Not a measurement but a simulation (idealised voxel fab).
Documented hereafter: the process module known as voxel lift off.
The cross-section on display is named cut; it measures 195 nm wide, and its cells are 5 nm squares.
Square cells in a grid make up a cross-section in this document, and the grid is given as bands, listed from the top down, each one or more rows of cells.
This entry defines a band. It first specifies the height of the band's top and the height of its bottom in nm, and then specifies the band's materials from left to right, stating each material with its width in nm. The word "edge to edge" identifies a single material that fills the band from edge to edge, while the word "blank" identifies empty space.
The reference from which all heights are counted is 0, the level beneath which the as-received wafer is entirely one material; the lowest band, having no lower bound, proceeds downward and is written after the example "from 0 down".
Top row gets the first number, bottom row gets the second, and each row in between changes by the same step: that is how a band width like "30 to 40" works.
Key: "stayed the same" - step with no changed cell in the cross-section.
Entrapped void list: empty space of 8 cells or more with no open way to the top, each as width x height at its distance from the left edge, in nm
What comes after the settings on a step's line is commentary from the simulator itself on that step.
overlay nm: mask offset rightward from planned place, masked step; negative means leftward offset.

SO HERE'S THE LINEUP OF PROCESS STEPS WE PLANNED
| 1 | RECEIVE: material Si |
| 2 | CONFORMAL_DEP: material Al2O3, thk nm 5 |
| 3 | PATTERN: tone open, mask id LINES, material resist, width nm 25, pitch nm 50, thk nm 30, overlay nm 0 |
| 4 | DIRECTIONAL_DEP: material Ru, thk nm 15 |
| 5 | STRIP: etch materials resist |
| 6 | CONFORMAL_DEP: material SiN, thk nm 10 |

FIRST OF THE TWO WAFERS, RUN PER PLAN

THE CROSS-SECTION HERE SHOWS THE WAFER AS RECEIVED, I.E. IN ITS STATE AFTER STEP 1
> from 0 down | Si edge to edge
> Entrapped void list: none

STATE OF THE WAFER AFTER STEP 2, SHOWN IN CROSS-SECTION
> from 5 to 0 | Al2O3 edge to edge
> Under 0: no change, same as before.

STATE OF THE WAFER AFTER STEP 3, SHOWN IN CROSS-SECTION
> from 35 to 5 | resist (35); blank (25); resist (25); blank (25); resist (25); blank (25); resist (35)
> Under 5: no change, same as before.

STATE OF THE WAFER AFTER STEP 4, SHOWN IN CROSS-SECTION
> from 50 to 35 | Ru (35); blank (25); Ru (25); blank (25); Ru (25); blank (25); Ru (35)
> from 35 to 20 | resist (35); blank (25); resist (25); blank (25); resist (25); blank (25); resist (35)
> from 20 to 5 | resist (35); Ru (25); resist (25); Ru (25); resist (25); Ru (25); resist (35)
> Under 5: no change, same as before.

STATE OF THE WAFER AFTER STEP 5, SHOWN IN CROSS-SECTION
> from 20 to 5 | blank (35); Ru (25); blank (25); Ru (25); blank (25); Ru (25); blank (35)
> Under 5: no change, same as before.

STATE OF THE WAFER AFTER STEP 6, SHOWN IN CROSS-SECTION
> from 30 to 20 | blank (25); SiN (45); blank (5); SiN (45); blank (5); SiN (45); blank (25)
> from 20 to 15 | blank (25); SiN (10); Ru (25); SiN (10); blank (5); SiN (10); Ru (25); SiN (10); blank (5); SiN (10); Ru (25); SiN (10); blank (25)
> from 15 to 5 | SiN (35); Ru (25); SiN (25); Ru (25); SiN (25); Ru (25); SiN (35)
> Under 5: no change, same as before.

REGARDING THE SECOND OF THE TWO WAFERS: IT SHARED THE FIRST WAFER'S STARTING CONDITION AND PROCESS PLAN, YET ONE ERROR OCCURRED DURING ITS EXECUTION. ITS HISTORY COINCIDES WITH THAT OF THE FIRST WAFER UP TO AND INCLUDING STEP 2

HERE IS THE SECOND WAFER IN CROSS-SECTION AT THE POINT WHERE STEP 3 OF THE PLAN SHOULD HAVE BEEN DONE
> from 35 to 5 | resist (30); blank (25); resist (25); blank (25); resist (25); blank (25); resist (40)
> Under 5: no change, same as before.

HERE IS THE SECOND WAFER IN CROSS-SECTION AT THE POINT WHERE STEP 4 OF THE PLAN SHOULD HAVE BEEN DONE
> from 50 to 35 | Ru (30); blank (25); Ru (25); blank (25); Ru (25); blank (25); Ru (40)
> from 35 to 20 | resist (30); blank (25); resist (25); blank (25); resist (25); blank (25); resist (40)
> from 20 to 5 | resist (30); Ru (25); resist (25); Ru (25); resist (25); Ru (25); resist (40)
> Under 5: no change, same as before.

HERE IS THE SECOND WAFER IN CROSS-SECTION AT THE POINT WHERE STEP 5 OF THE PLAN SHOULD HAVE BEEN DONE
> from 20 to 5 | blank (30); Ru (25); blank (25); Ru (25); blank (25); Ru (25); blank (40)
> Under 5: no change, same as before.

HERE IS THE SECOND WAFER IN CROSS-SECTION AT THE POINT WHERE STEP 6 OF THE PLAN SHOULD HAVE BEEN DONE
> from 30 to 20 | blank (20); SiN (45); blank (5); SiN (45); blank (5); SiN (45); blank (30)
> from 20 to 15 | blank (20); SiN (10); Ru (25); SiN (10); blank (5); SiN (10); Ru (25); SiN (10); blank (5); SiN (10); Ru (25); SiN (10); blank (30)
> from 15 to 5 | SiN (30); Ru (25); SiN (25); Ru (25); SiN (25); Ru (25); SiN (40)
> Under 5: no change, same as before.
It is concluded that the wafer was processed incorrectly with respect to the plan, in that step 3 was not run as planned; what actually ran was PATTERN: tone open, mask id LINES, material resist, width nm 25, pitch nm 50, thk nm 30, overlay nm -5
Heads up: at the end the two wafers have identical cell counts per material, they're just laid out differently.
